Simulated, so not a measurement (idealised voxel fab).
process module | voxel capacitor over wiring
cross-section cut | 270 nm wide | cells 5 nm
A cross-section is a grid of square cells, given in bands from the top down. A band is one or more rows of cells.
Each band's line starts with the height of the band's top and of its bottom, in nm. Then come its materials from left to right, each with its width in nm. One material with "throughout" fills the band from edge to edge. "air" is empty space.
Height 0 is the level under which the wafer as received is all one material. The lowest band goes on downwards, as in "0 down".
A width such as "30 to 40" changes by the same amount from each row of cells to the next, from the band's top row to its bottom row.
"no change" after a step means that no cell of the cross-section changed.
closed voids: empty space of 8 cells or more with no open way to the top, each as width x height at its distance from the left edge, in nm
after a step's settings: what the simulator itself notes on the step
overlay nm, on a step with a mask: how far to the right of its planned place the mask lay; to the left if negative
plan
1 op RECEIVE | material Si
2 op CONFORMAL_DEP | material SiO2 | thk nm 10
3 op CONFORMAL_DEP | material SiN | thk nm 5
4 op DIRECTIONAL_DEP | material SiO2 | thk nm 20
5 op DIRECTIONAL_DEP | material aC | thk nm 10
6 op PATTERN | tone open | mask id METAL_1 | material resist | width nm 25 | pitch nm 80 | thk nm 25 | overlay nm 0
7 op DIRECTIONAL_ETCH | etch materials aC | depth nm 10
8 op STRIP | etch materials resist
9 op DIRECTIONAL_ETCH | etch materials SiO2 | depth nm 20
10 op DIRECTIONAL_ETCH | etch materials SiN | depth nm 5
11 op STRIP | etch materials aC
12 op CONFORMAL_DEP | material TiN | thk nm 5
13 op FILL_DEP | material Ru | thk nm 5
14 op CMP | height nm 35
15 op CONFORMAL_DEP | material SiCN | thk nm 5
16 op DIRECTIONAL_DEP | material lowk | thk nm 10
17 op PATTERN | tone open | mask id PLUG_1 | material resist | width nm 15 | thk nm 20 | overlay nm -15
18 op DIRECTIONAL_ETCH | etch materials lowk | depth nm 10
19 op DIRECTIONAL_ETCH | etch materials SiCN | depth nm 5
20 op STRIP | etch materials resist
21 op CONFORMAL_DEP | material TiN | thk nm 5
22 op FILL_DEP | material W | thk nm 10
23 op CMP | height nm 50
24 op DIRECTIONAL_DEP | material TiN | thk nm 5
25 op DIRECTIONAL_DEP | material Al2O3 | thk nm 5
26 op DIRECTIONAL_DEP | material TiN | thk nm 5
27 op DIRECTIONAL_DEP | material aC | thk nm 15
28 op PATTERN | tone cover | mask id UPPER_PLATE | material resist | width nm 60 | thk nm 35 | overlay nm 0
29 op DIRECTIONAL_ETCH | etch materials aC | depth nm 15
30 op STRIP | etch materials resist
31 op DIRECTIONAL_ETCH | etch materials TiN | depth nm 5
32 op DIRECTIONAL_ETCH | etch materials Al2O3 | depth nm 5
33 op STRIP | etch materials aC
34 op MASKED_ETCH | tone cover | mask id LOWER_PLATE | width nm 70 | etch materials TiN | depth nm 5 | overlay nm 0
35 op FILL_DEP | material SiO2 | thk nm 20
36 op CMP | height nm 80
37 op DIRECTIONAL_DEP | material aC | thk nm 15
38 op PATTERN | tone open | mask id PLUG_2 | material resist | width nm 15 | thk nm 35 | overlay nm 0
39 op DIRECTIONAL_ETCH | etch materials aC | depth nm 15
40 op STRIP | etch materials resist
41 op DIRECTIONAL_ETCH | etch materials SiO2 | depth nm 15
42 op STRIP | etch materials aC
43 op CONFORMAL_DEP | material TiN | thk nm 5
44 op FILL_DEP | material Ru | thk nm 5
45 op CMP | height nm 80
46 op CONFORMAL_DEP | material SiN | thk nm 5
varied across the wafers: overlay nm of step 17. The plan shows the first wafer's value. All wafers start alike
first wafer as received, after step 1
  0 down: Si throughout
  closed voids: none
each wafer at the end: cells of each material gained (+) or lost (-) since it was received, then its closed voids
overlay nm -15 | +12 Al2O3 | +26 Ru | +51 SiCN | +98 SiN | +561 SiO2 | +66 TiN | +2 W | +102 lowk | closed voids: none
overlay nm -10 | +12 Al2O3 | +26 Ru | +51 SiCN | +98 SiN | +561 SiO2 | +66 TiN | +2 W | +102 lowk | closed voids: none
overlay nm -5 | +12 Al2O3 | +26 Ru | +51 SiCN | +98 SiN | +561 SiO2 | +66 TiN | +2 W | +102 lowk | closed voids: none
overlay nm 0 | +12 Al2O3 | +26 Ru | +51 SiCN | +98 SiN | +561 SiO2 | +66 TiN | +2 W | +102 lowk | closed voids: none
overlay nm 5 | +12 Al2O3 | +26 Ru | +51 SiCN | +98 SiN | +561 SiO2 | +66 TiN | +2 W | +102 lowk | closed voids: none
overlay nm 10 | +12 Al2O3 | +26 Ru | +51 SiCN | +98 SiN | +561 SiO2 | +66 TiN | +2 W | +102 lowk | closed voids: none
overlay nm 15 | +12 Al2O3 | +26 Ru | +51 SiCN | +98 SiN | +561 SiO2 | +66 TiN | +2 W | +102 lowk | closed voids: none
